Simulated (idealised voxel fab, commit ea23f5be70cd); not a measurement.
Proc. module: voxel transistor to metal
155 nm wide, 5 nm square cells: that's cross-section cut.
We lay out every cross-section as a grid of square cells and spell it out in bands from the top down, where one band means one or more rows of cells. For a band, the entry starts with two heights in nm, that of the top and then that of the bottom, and carries on with the band's materials in order from left to right, each alongside its width in nm; the word "throughout" beside a single material means it fills the band edge to edge, and "empty" means empty space. Heights from 0 (as-received wafer is one material below). Bottom band endless downward, as "from 0 down". Graded width ("30..40"): value in top row of band = first number; value in bottom row = second number; row-to-row change constant. For the purposes of this document, the phrase "nothing was modified" attached to a step denotes that no cell within the cross-section was modified by that step. What "Catalogued sealed voids" gives you is every empty space of 8 cells or more that is cut off from the top. Each appears as width x height at distance, with the distance taken from the left edge and width, height and distance all in nm. Whatever follows a step's settings on its line is a remark the simulator itself makes about that step. Each step line may optionally specify "overlay nm", which for a step with a mask gives the rightward distance between the mask's planned place and where it lay, a negative value indicating the leftward direction.

Here's what the planned process steps look like:
1) RECEIVE: material Si
2) OXIDIZE: depth nm 5
3) CONFORMAL_DEP: material SiN, thk nm 10
4) PATTERN: tone cover, mask id ACTIVE, material resist, width nm 110, thk nm 15, overlay nm 0
5) DIRECTIONAL_ETCH: etch materials SiN, depth nm 10
6) DIRECTIONAL_ETCH: etch materials SiO2, depth nm 5
7) DIRECTIONAL_ETCH: etch materials Si, depth nm 20
8) STRIP: etch materials resist
9) OXIDIZE: depth nm 5
10) FILL_DEP: material SiO2, thk nm 5
11) CMP: height nm 10
12) SELECTIVE_ETCH: etch materials SiO2, depth nm 5
13) STRIP: etch materials SiN
14) SELECTIVE_ETCH: etch materials SiO2, depth nm 5
15) OXIDIZE: depth nm 5
16) DIRECTIONAL_DEP: material polySi, thk nm 25
17) DIRECTIONAL_DEP: material SiCN, thk nm 15
18) DIRECTIONAL_DEP: material aC, thk nm 10
19) PATTERN: tone cover, mask id GATE, material resist, width nm 30, thk nm 30, overlay nm 0
20) DIRECTIONAL_ETCH: etch materials aC, depth nm 10
21) STRIP: etch materials resist
22) DIRECTIONAL_ETCH: etch materials SiCN, depth nm 25
23) DIRECTIONAL_ETCH: etch materials polySi, depth nm 35
24) STRIP: etch materials aC
25) CONFORMAL_DEP: material SiO2, thk nm 5
26) DIRECTIONAL_ETCH: etch materials SiO2, depth nm 5
27) CONFORMAL_DEP: material SiN, thk nm 5
28) DIRECTIONAL_ETCH: etch materials SiN, depth nm 5
29) DIRECTIONAL_ETCH: etch materials SiO2, depth nm 5
30) DIRECTIONAL_ETCH: etch materials Si, depth nm 5
31) EPI: material pSi, thk nm 10
32) FILL_DEP: material SiO2, thk nm 5
33) CMP: height nm 20
34) STRIP: etch materials polySi
35) SELECTIVE_ETCH: etch materials SiO2, depth nm 5
36) CONFORMAL_DEP: material HfO2, thk nm 5
37) CONFORMAL_DEP: material TiN, thk nm 5
38) FILL_DEP: material W, thk nm 5
39) CMP: height nm 15
40) DIRECTIONAL_DEP: material SiO2, thk nm 10
41) PATTERN: tone open, mask id CONTACT, material resist, width nm 20, pitch nm 80, thk nm 20, overlay nm 0
42) DIRECTIONAL_ETCH: etch materials SiO2, depth nm 30
43) STRIP: etch materials resist
44) CONFORMAL_DEP: material TiN, thk nm 5
45) FILL_DEP: material W, thk nm 10
46) CMP: height nm 25
47) DIRECTIONAL_DEP: material TiN, thk nm 5
48) DIRECTIONAL_DEP: material W, thk nm 25
49) PATTERN: tone cover, mask id METAL_1, material resist, width nm 20, pitch nm 80, thk nm 20, overlay nm 0
50) DIRECTIONAL_ETCH: etch materials W, depth nm 25
51) DIRECTIONAL_ETCH: etch materials TiN, depth nm 5
52) STRIP: etch materials resist
53) CONFORMAL_DEP: material SiN, thk nm 5
54) FILL_DEP: material SiO2, thk nm 5
55) CMP: height nm 55
56) CONFORMAL_DEP: material SiCN, thk nm 5
57) DIRECTIONAL_DEP: material SiO2, thk nm 35
58) DIRECTIONAL_DEP: material aC, thk nm 10
59) PATTERN: tone open, mask id METAL_2, material resist, width nm 20, pitch nm 80, thk nm 30, overlay nm 0
60) DIRECTIONAL_ETCH: etch materials aC, depth nm 10
61) STRIP: etch materials resist
62) DIRECTIONAL_ETCH: etch materials SiO2, depth nm 20
63) STRIP: etch materials aC
64) DIRECTIONAL_DEP: material aC, thk nm 15
65) PATTERN: tone open, mask id METAL_2_HOLES, material resist, width nm 15, pitch nm 80, thk nm 30, overlay nm 0
66) DIRECTIONAL_ETCH: etch materials aC, depth nm 15
67) STRIP: etch materials resist
68) DIRECTIONAL_ETCH: etch materials SiO2, depth nm 15
69) DIRECTIONAL_ETCH: etch materials SiCN, depth nm 5
70) STRIP: etch materials aC
71) CONFORMAL_DEP: material TiN, thk nm 5
72) FILL_DEP: material Cu, thk nm 10
73) CMP: height nm 95
74) CONFORMAL_DEP: material SiCN, thk nm 5

Incoming wafer in cross-section (state: after step 1):
	from 0 down = Si throughout
	Catalogued sealed voids: none

Final cross-section, module run with one mistake (start and plan as above):
	from 100 to 95 = SiCN throughout
	from 95 to 90 = SiCN (25) / TiN (15) / SiCN (65) / TiN (15) / SiCN (35)
	from 90 to 55 = SiO2 throughout
	from 55 to 30 = SiO2 (20) / SiN (5) / W (20) / SiN (5) / SiO2 (50) / SiN (5) / W (20) / SiN (5) / SiO2 (25)
	from 30 to 25 = SiN (25) / TiN (20) / SiN (60) / TiN (20) / SiN (30)
	from 25 to 15 = SiO2 (25) / TiN (5) / W (10) / TiN (5) / SiO2 (60) / TiN (5) / W (10) / TiN (5) / SiO2 (30)
	from 15 to 5 = SiO2 (25) / TiN (5) / W (10) / TiN (5) / SiO2 (5) / SiN (5) / HfO2 (5) / TiN (5) / W (20) / TiN (5) / HfO2 (5) / SiN (5) / SiO2 (5) / TiN (5) / W (10) / TiN (5) / SiO2 (30)
	from 5 to 0 = SiO2 (25) / TiN (5) / W (5) / TiN (10) / SiO2 (5) / SiN (5) / HfO2 (5) / TiN (5) / W (20) / TiN (5) / HfO2 (5) / SiN (5) / SiO2 (5) / TiN (10) / W (5) / TiN (5) / SiO2 (30)
	from 0 to -5 = SiO2 (20) / SiN (5) / TiN (15) / pSi (10) / SiN (5) / HfO2 (5) / TiN (30) / HfO2 (5) / SiN (5) / pSi (10) / TiN (15) / SiN (5) / SiO2 (25)
	from -5 to -10 = SiO2 (25) / pSi (25) / SiO2 (5) / HfO2 (40) / SiO2 (5) / pSi (25) / SiO2 (30)
	from -10 to -15 = SiO2 (25) / pSi (25) / Si (50) / pSi (25) / SiO2 (30)
	from -15 to -30 = SiO2 (25) / Si (100) / SiO2 (30)
	from -30 down = Si throughout
	Catalogued sealed voids: none
Deviation from plan: mixed up steps 56 and 57 - ran each in the other's place
